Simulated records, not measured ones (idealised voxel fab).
This section sets out a process module, namely voxel tone inversion.
Each square cell in cross-section cut measures 5 nm, and the section as a whole is 300 nm wide.
When this document writes out a cross-section, it uses a grid of square cells and lists it as bands, beginning at the top and moving down, with a band standing for one or more rows of cells.
Look at the band entry: it leads with the top's height and the bottom's height in nm. Then it lists the materials left to right, with a width in nm for each. The word "all across" on a single material says that material fills the band edge to edge. The word "air" is empty space.
Convention: height 0 is the level below which the wafer, as received, is all one material. The lowest band does not terminate at the bottom but continues downward, represented as "0 down".
Per-row width for "30..40": begins at first number (top row of band), ends at second number (bottom row), increment between rows held constant.
"no change", as given for a step, is the statement that not any cell of the cross-section underwent a change during that step.
Entry "Sealed void inventory". Content: empty spaces with no open connection to the top, size 8 cells or greater. Each: width x height at distance. Distance: from left edge. Unit: nm.
Past the settings on a step's line: simulator remark, on that step.
overlay nm: step with mask; distance mask lay right of planned place; negative value = left of planned place.

Plan:
1,RECEIVE [material Si]
2,CONFORMAL_DEP [material SiCN] [thk nm 10]
3,DIRECTIONAL_DEP [material polySi] [thk nm 15]
4,PATTERN [tone cover] [mask id POSTS] [material resist] [width nm 20] [pitch nm 35] [thk nm 20] [overlay nm 0]
5,DIRECTIONAL_ETCH [etch materials polySi] [depth nm 15]
6,STRIP [etch materials resist]
7,FILL_DEP [material lowk] [thk nm 5]
8,CMP [height nm 25]
9,STRIP [etch materials polySi]

As received, after step 1:
    0 down: Si all across
    Sealed void inventory: none

First wafer at the end, as planned:
    25 to 10: lowk (85), air (20), lowk (15), air (20), lowk (15), air (20), lowk (15), air (20), lowk (90)
    10 to 0: SiCN all across
    0 down: Si all across
    Sealed void inventory: none

Same start, same plan as the first wafer - but one mistake in the run. Cross-section of the second of the two at the end of the module:
    15 to 10: lowk (85), air (20), lowk (15), air (20), lowk (15), air (20), lowk (15), air (20), lowk (90)
    10 to 0: SiCN all across
    0 down: Si all across
    Sealed void inventory: none
Want to know what went wrong? step 8: run off-plan, actual operation and settings CMP [height nm 15]
The closing comparison, in cells, has the second wafer with more or fewer of some materials than the first: lowk: 88 fewer
